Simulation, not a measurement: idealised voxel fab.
Module name: voxel local oxidation (process module)
cross-section cut | 255 nm wide | cells 5 nm
Cross-sections here: square-cell grids, written as top-down lists of bands, a band being one or more rows of cells. Basically the band line says how high the top is and how high the bottom is, in nm, and then what's in it from left to right, every material with its width in nm. Empty space shows up as "air", and if a single material carries "edge to edge" it runs the full band edge to edge. Note: height 0 marks the level under which the wafer is uniformly one material as received. Lowest band unbounded below, written "0 -> down". The two numbers in a width such as "30..40" mark its ends across the band: the first belongs to the top row of cells, the second to the bottom row, and from each row to the next the width moves by the same amount. "no modifications", as given for a step, is the statement that not any cell of the cross-section underwent a change during that step. Empty spaces without an open route to the top, at least 8 cells in extent, make up the entry "Listed closed voids"; each is given as width x height at distance, where the distance is measured from the left edge, and all are in nm. Heads up: the bit after the settings on a step's line is the simulator's remark on that step. You can add "overlay nm" to a step's line. For a step with a mask, it describes how far the mask lay to the right of its planned position, and a negative number describes a lay to the left.
The steps planned for the process are as follows
| 1 | RECEIVE: material Si |
| 2 | CONFORMAL_DEP: material SiO2, thk nm 5 |
| 3 | CONFORMAL_DEP: material SiN, thk nm 15 |
| 4 | PATTERN: tone cover, mask id ACTIVE, material resist, width nm 115, thk nm 15, overlay nm 0 |
| 5 | DIRECTIONAL_ETCH: etch materials SiN, depth nm 15 |
| 6 | STRIP: etch materials resist |
| 7 | SELECTIVE_ETCH: etch materials SiO2, depth nm 5 |
| 8 | OXIDIZE: depth nm 15 |
| 9 | STRIP: etch materials SiN |
Cross-sectional view of the wafer in its as-received condition, corresponding to the state after step 1
    0 -> down = Si edge to edge
    Listed closed voids: none
One mistake in running the module, otherwise start and plan as above: cross-section at the end
    5 -> 0 = 70 air | 115 SiO2 | 70 air
    0 -> -15 = 85 SiO2 | 85 Si | 85 SiO2
    -15 -> down = Si edge to edge
    Listed closed voids: none
Misprocessing identified: rather than as planned, step 4 actually ran as PATTERN: tone cover, mask id ACTIVE, material resist, width nm 125, thk nm 15, overlay nm 0
